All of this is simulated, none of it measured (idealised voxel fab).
Process module under the name voxel self aligned contacts
Section shown: cut. Width: 145 nm. Cell size: 5 nm, square.
How to read a cross-section here: the picture is a grid of square cells, written as bands going from the top down, and any band can span one or more rows of cells.
Look at the band entry: it leads with the top's height and the bottom's height in nm. Then it lists the materials left to right, with a width in nm for each. The word "everywhere" on a single material says that material fills the band edge to edge. The word "empty" is empty space.
Beneath 0, the wafer as received is one material, and that level is where height counting begins. The lowest band goes on downward without a bottom; it is written like "0 and below".
Width spec "30..40" -> top row of cells at first value, bottom row at second value, equal per-row change in between.
A step reported as "nothing got changed" is a step in which no cell of the cross-section changed.
"Enclosed void list" means: voids of 8 cells or more that are shut off from the top with no open way through. Written width x height at distance, distance from the left edge, in nm.
Formally, on a step line, whatever follows the settings is a remark that the simulator itself makes on the step.
What "overlay nm" on a step's line means: if the step has a mask, that mask lay this far to the right of its planned place, or, when the value is negative, to the left.
-- So here's the lineup of process steps we planned
1,RECEIVE (material Si)
2,CONFORMAL_DEP (material SiO2; thk nm 5)
3,DIRECTIONAL_DEP (material polySi; thk nm 30)
4,DIRECTIONAL_DEP (material SiN; thk nm 20)
5,MASKED_ETCH (tone cover; mask id GATE; width nm 25; pitch nm 60; etch materials SiN; depth nm 20; overlay nm 0)
6,MASKED_ETCH (tone cover; mask id GATE; width nm 25; pitch nm 60; etch materials polySi; depth nm 30; overlay nm 0)
7,CONFORMAL_DEP (material SiN; thk nm 5)
8,DIRECTIONAL_ETCH (etch materials SiN; depth nm 5)
9,FILL_DEP (material SiO2; thk nm 20)
10,CMP (height nm 65)
11,DIRECTIONAL_DEP (material aC; thk nm 15)
12,PATTERN (tone open; mask id CONTACT; material resist; width nm 45; thk nm 30; overlay nm 0)
13,DIRECTIONAL_ETCH (etch materials aC; depth nm 15)
14,STRIP (etch materials resist)
15,DIRECTIONAL_ETCH (etch materials SiO2; depth nm 65)
16,STRIP (etch materials aC)
17,CONFORMAL_DEP (material TiN; thk nm 5)
18,FILL_DEP (material Ru; thk nm 5)
19,CMP (height nm 65)
20,CONFORMAL_DEP (material SiN; thk nm 5)
For clarity, it should be stated that the wafers under discussion commence in an identical condition and differ with respect to the thk nm of step 2, the plan indicating the value that the first wafer had.
-- The first of several wafers, as received after step 1, seen in section
    0 and below: Si everywhere
    Enclosed void list: none
-- Per-wafer rows below. For each material: cells gained (+) or lost (-) since the wafer was received, as of end of module. Then: closed voids
thk nm 5, +40 Ru, +109 SiN, +164 SiO2, +33 TiN, +60 polySi, Enclosed void list: none
thk nm 10, +36 Ru, +109 SiN, +168 SiO2, +33 TiN, +60 polySi, Enclosed void list: none
thk nm 15, +36 Ru, +109 SiN, +172 SiO2, +29 TiN, +60 polySi, Enclosed void list: none
thk nm 20, +36 Ru, +95 SiN, +186 SiO2, +29 TiN, +60 polySi, Enclosed void list: none
